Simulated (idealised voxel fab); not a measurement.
process module | voxel capacitor over wiring
cross-section cut | 155 nm wide | cells 5 nm
A cross-section is a grid of square cells, given in bands from the top down. A band is one or more rows of cells.
Each band's line starts with the height of the band's top and of its bottom, in nm. Then come its materials from left to right, each with its width in nm. One material with "throughout" fills the band from edge to edge. "air" is empty space.
Height 0 is the level under which the wafer as received is all one material. The lowest band goes on downwards, as in "0 down".
A width such as "30 to 40" changes by the same amount from each row of cells to the next, from the band's top row to its bottom row.
"no change" after a step means that no cell of the cross-section changed.
closed voids: empty space of 8 cells or more with no open way to the top, each as width x height at its distance from the left edge, in nm
after a step's settings: what the simulator itself notes on the step
overlay nm, on a step with a mask: how far to the right of its planned place the mask lay; to the left if negative
plan
1 op RECEIVE | material Si
2 op CONFORMAL_DEP | material SiO2 | thk nm 10
3 op CONFORMAL_DEP | material SiN | thk nm 5
4 op DIRECTIONAL_DEP | material SiO2 | thk nm 25
5 op DIRECTIONAL_DEP | material aC | thk nm 10
6 op PATTERN | tone open | mask id METAL_1 | material resist | width nm 25 | pitch nm 80 | thk nm 25 | overlay nm 0
7 op DIRECTIONAL_ETCH | etch materials aC | depth nm 10
8 op STRIP | etch materials resist
9 op DIRECTIONAL_ETCH | etch materials SiO2 | depth nm 25
10 op DIRECTIONAL_ETCH | etch materials SiN | depth nm 5
11 op STRIP | etch materials aC
12 op CONFORMAL_DEP | material TiN | thk nm 5
13 op FILL_DEP | material Cu | thk nm 5
14 op CMP | height nm 40
15 op CONFORMAL_DEP | material SiCN | thk nm 5
16 op DIRECTIONAL_DEP | material lowk | thk nm 15
17 op DIRECTIONAL_DEP | material aC | thk nm 15
18 op PATTERN | tone open | mask id PLUG_1 | material resist | width nm 15 | thk nm 30 | overlay nm 0
19 op DIRECTIONAL_ETCH | etch materials aC | depth nm 15
20 op STRIP | etch materials resist
21 op DIRECTIONAL_ETCH | etch materials lowk | depth nm 15
22 op DIRECTIONAL_ETCH | etch materials SiCN | depth nm 5
23 op STRIP | etch materials aC
24 op EPI | material Ru | thk nm 10
25 op EPI | material Ru | thk nm 10
26 op DIRECTIONAL_DEP | material TiN | thk nm 5
27 op DIRECTIONAL_DEP | material Al2O3 | thk nm 5
28 op DIRECTIONAL_DEP | material TiN | thk nm 5
29 op PATTERN | tone cover | mask id UPPER_PLATE | material resist | width nm 60 | thk nm 15 | overlay nm 0
30 op DIRECTIONAL_ETCH | etch materials TiN | depth nm 5
31 op DIRECTIONAL_ETCH | etch materials Al2O3 | depth nm 5
32 op STRIP | etch materials resist
33 op MASKED_ETCH | tone cover | mask id LOWER_PLATE | width nm 70 | etch materials TiN | depth nm 5 | overlay nm 0
34 op FILL_DEP | material SiO2 | thk nm 15
35 op CMP | height nm 85
36 op PATTERN | tone open | mask id PLUG_2 | material resist | width nm 15 | thk nm 15 | overlay nm 0
37 op DIRECTIONAL_ETCH | etch materials SiO2 | depth nm 10
38 op STRIP | etch materials resist
39 op CONFORMAL_DEP | material TiN | thk nm 5
40 op FILL_DEP | material W | thk nm 5
41 op CMP | height nm 85
42 op CONFORMAL_DEP | material SiN | thk nm 5
first wafer, as planned
as received, after step 1
  0 down: Si throughout
  closed voids: none
after step 2
  10 to 0: SiO2 throughout
  below 0: unchanged
after step 3
  15 to 10: SiN throughout
  below 10: unchanged
after step 4
  40 to 15: SiO2 throughout
  below 15: unchanged
after step 5
  50 to 40: aC throughout
  below 40: unchanged
after step 6
  75 to 50: resist 25 | air 25 | resist 55 | air 25 | resist 25
  below 50: unchanged
after step 7
  65 to 50: resist 25 | air 25 | resist 55 | air 25 | resist 25
  50 to 40: aC 25 | air 25 | aC 55 | air 25 | aC 25
  below 40: unchanged
after step 8
  50 to 40: aC 25 | air 25 | aC 55 | air 25 | aC 25
  below 40: unchanged
after step 9
  50 to 40: aC 25 | air 25 | aC 55 | air 25 | aC 25
  40 to 15: SiO2 25 | air 25 | SiO2 55 | air 25 | SiO2 25
  below 15: unchanged
after step 10
  50 to 40: aC 25 | air 25 | aC 55 | air 25 | aC 25
  40 to 15: SiO2 25 | air 25 | SiO2 55 | air 25 | SiO2 25
  15 to 10: SiN 25 | air 25 | SiN 55 | air 25 | SiN 25
  below 10: unchanged
after step 11
  40 to 15: SiO2 25 | air 25 | SiO2 55 | air 25 | SiO2 25
  below 15: unchanged
after step 12
  45 to 40: TiN 30 | air 15 | TiN 65 | air 15 | TiN 30
  40 to 15: SiO2 25 | TiN 5 | air 15 | TiN 5 | SiO2 55 | TiN 5 | air 15 | TiN 5 | SiO2 25
  15 to 10: SiN 25 | TiN 25 | SiN 55 | TiN 25 | SiN 25
  below 10: unchanged
after step 13
  50 to 45: Cu throughout
  45 to 40: TiN 30 | Cu 15 | TiN 65 | Cu 15 | TiN 30
  40 to 15: SiO2 25 | TiN 5 | Cu 15 | TiN 5 | SiO2 55 | TiN 5 | Cu 15 | TiN 5 | SiO2 25
  below 15: unchanged
after step 14
  40 to 15: SiO2 25 | TiN 5 | Cu 15 | TiN 5 | SiO2 55 | TiN 5 | Cu 15 | TiN 5 | SiO2 25
  below 15: unchanged
after step 15
  45 to 40: SiCN throughout
  below 40: unchanged
after step 16
  60 to 45: lowk throughout
  below 45: unchanged
after step 17
  75 to 60: aC throughout
  below 60: unchanged
after step 18
  105 to 75: resist 35 | air 15 | resist 105
  below 75: unchanged
after step 19
  90 to 75: resist 35 | air 15 | resist 105
  75 to 60: aC 35 | air 15 | aC 105
  below 60: unchanged
after step 20
  75 to 60: aC 35 | air 15 | aC 105
  below 60: unchanged
after step 21
  75 to 60: aC 35 | air 15 | aC 105
  60 to 45: lowk 35 | air 15 | lowk 105
  below 45: unchanged
after step 22
  75 to 60: aC 35 | air 15 | aC 105
  60 to 45: lowk 35 | air 15 | lowk 105
  45 to 40: SiCN 35 | air 15 | SiCN 105
  below 40: unchanged
after step 23
  60 to 45: lowk 35 | air 15 | lowk 105
  below 45: unchanged
after step 24
  60 to 50: lowk 35 | air 15 | lowk 105
  50 to 45: lowk 35 | Ru 15 | lowk 105
  45 to 40: SiCN 35 | Ru 15 | SiCN 105
  below 40: unchanged
after step 25
  60 to 45: lowk 35 | Ru 15 | lowk 105
  below 45: unchanged
after step 26
  65 to 60: TiN throughout
  below 60: unchanged
after step 27
  70 to 65: Al2O3 throughout
  below 65: unchanged
after step 28
  75 to 70: TiN throughout
  below 70: unchanged
after step 29
  90 to 75: air 35 | resist 60 | air 60
  below 75: unchanged
after step 30
  90 to 75: air 35 | resist 60 | air 60
  75 to 70: air 35 | TiN 60 | air 60
  below 70: unchanged
after step 31
  90 to 75: air 35 | resist 60 | air 60
  75 to 70: air 35 | TiN 60 | air 60
  70 to 65: air 35 | Al2O3 60 | air 60
  below 65: unchanged
after step 32
  75 to 70: air 35 | TiN 60 | air 60
  below 70: unchanged
after step 33
  75 to 70: air 35 | TiN 60 | air 60
  70 to 65: air 35 | Al2O3 60 | air 60
  65 to 60: air 30 | TiN 70 | air 55
  below 60: unchanged
after step 34
  90 to 75: SiO2 throughout
  75 to 70: SiO2 35 | TiN 60 | SiO2 60
  70 to 65: SiO2 35 | Al2O3 60 | SiO2 60
  65 to 60: SiO2 30 | TiN 70 | SiO2 55
  below 60: unchanged
after step 35
  85 to 75: SiO2 throughout
  below 75: unchanged
after step 36
  100 to 85: resist 45 | air 15 | resist 95
  below 85: unchanged
after step 37
  100 to 85: resist 45 | air 15 | resist 95
  85 to 75: SiO2 45 | air 15 | SiO2 95
  below 75: unchanged
after step 38
  85 to 75: SiO2 45 | air 15 | SiO2 95
  below 75: unchanged
after step 39
  90 to 85: TiN 50 | air 5 | TiN 100
  85 to 80: SiO2 45 | TiN 5 | air 5 | TiN 5 | SiO2 95
  80 to 70: SiO2 45 to 35 | TiN 15 to 60 | SiO2 95 to 60
  below 70: unchanged
after step 40
  95 to 90: W throughout
  90 to 85: TiN 50 | W 5 | TiN 100
  85 to 80: SiO2 45 | TiN 5 | W 5 | TiN 5 | SiO2 95
  below 80: unchanged
after step 41
  85 to 80: SiO2 45 | TiN 5 | W 5 | TiN 5 | SiO2 95
  below 80: unchanged
after step 42
  90 to 85: SiN throughout
  below 85: unchanged
second wafer: like start, like plan, one mistake. Through step 32 it matches the first wafer
when step 33 should have ended
  70 to 65: air 35 | Al2O3 60 | air 60
  65 to 60: TiN 30 | air 5 | TiN 60 | air 5 | TiN 55
  below 60: unchanged
when step 34 should have ended
  85 to 70: SiO2 throughout
  70 to 65: SiO2 35 | Al2O3 60 | SiO2 60
  65 to 60: TiN 30 | SiO2 5 | TiN 60 | SiO2 5 | TiN 55
  below 60: unchanged
when step 35 should have ended: no change
when step 36 should have ended
  100 to 85: resist 45 | air 15 | resist 95
  below 85: unchanged
when step 37 should have ended
  100 to 85: resist 45 | air 15 | resist 95
  85 to 75: SiO2 45 | air 15 | SiO2 95
  below 75: unchanged
when step 38 should have ended
  85 to 75: SiO2 45 | air 15 | SiO2 95
  below 75: unchanged
when step 39 should have ended
  90 to 85: TiN 50 | air 5 | TiN 100
  85 to 80: SiO2 45 | TiN 5 | air 5 | TiN 5 | SiO2 95
  80 to 75: SiO2 45 | TiN 15 | SiO2 95
  below 75: unchanged
when step 40 should have ended
  95 to 90: W throughout
  90 to 85: TiN 50 | W 5 | TiN 100
  85 to 80: SiO2 45 | TiN 5 | W 5 | TiN 5 | SiO2 95
  below 80: unchanged
when step 41 should have ended
  85 to 80: SiO2 45 | TiN 5 | W 5 | TiN 5 | SiO2 95
  below 80: unchanged
when step 42 should have ended
  90 to 85: SiN throughout
  below 85: unchanged
what went wrong: step 33 ran as: op MASKED_ETCH | tone open | mask id LOWER_PLATE | width nm 70 | etch materials TiN | depth nm 5 | overlay nm 0
at the end the second wafer has, in cells: 3 fewer of SiO2 | 3 more of TiN
